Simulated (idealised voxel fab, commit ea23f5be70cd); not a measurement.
Process module, titled voxel released beams
We display cut, a cross-section 220 nm in width whose square cells are each 5 nm.
Just so we're on the same page, the cross-sections are grids of square cells, and they're listed out in bands top to bottom, each band one or more rows deep. Band: top and bottom heights (nm) first, top before bottom; then materials from left to right, widths in nm. "full width" marks a sole material filling the band edge to edge. "empty" denotes empty space. Note: height 0 marks the level under which the wafer is uniformly one material as received. Lowest band unbounded below, written "top 0, no bottom". Graded width ("30->40"): value in top row of band = first number; value in bottom row = second number; row-to-row change constant. The cross-section has no changed cell in any step marked "nothing got changed". Fully sealed cavities: empty space of 8 cells or more with no open way to the top, each as width x height at its distance from the left edge, in nm. Where a step's line continues beyond its settings, the continuation is a remark by the simulator itself on that step. overlay nm: for a step with a mask, the amount by which the mask lay right of where it was planned; a negative amount means left of it.
**Steps planned for the process**
1) op RECEIVE | material Si
2) op CONFORMAL_DEP | material SiN | thk nm 5
3) op DIRECTIONAL_DEP | material SiO2 | thk nm 10
4) op MASKED_ETCH | tone open | mask id ANCHOR | width nm 25 | etch materials SiO2 | depth nm 10 | overlay nm 0
5) op CONFORMAL_DEP | material polySi | thk nm 10
6) op MASKED_ETCH | tone cover | mask id BEAM | width nm 95 | etch materials polySi | depth nm 10 | overlay nm 0
7) op STRIP | etch materials SiO2
**Wafer cross-section on receipt, i.e. after step 1**
	top 0, no bottom: Si full width
	Fully sealed cavities: none
**Starting wafer: above. Plan: above. Run: one mistake. Cross-section after the module: below**
	top 25, bottom 15: empty 60 nm; polySi 95 nm; empty 65 nm
	top 15, bottom 10: SiN full width
	top 10, bottom 0: SiO2 full width
	top 0, no bottom: Si full width
	Fully sealed cavities: none
Error vs. plan: steps 2 and 3 traded places in the executed sequence
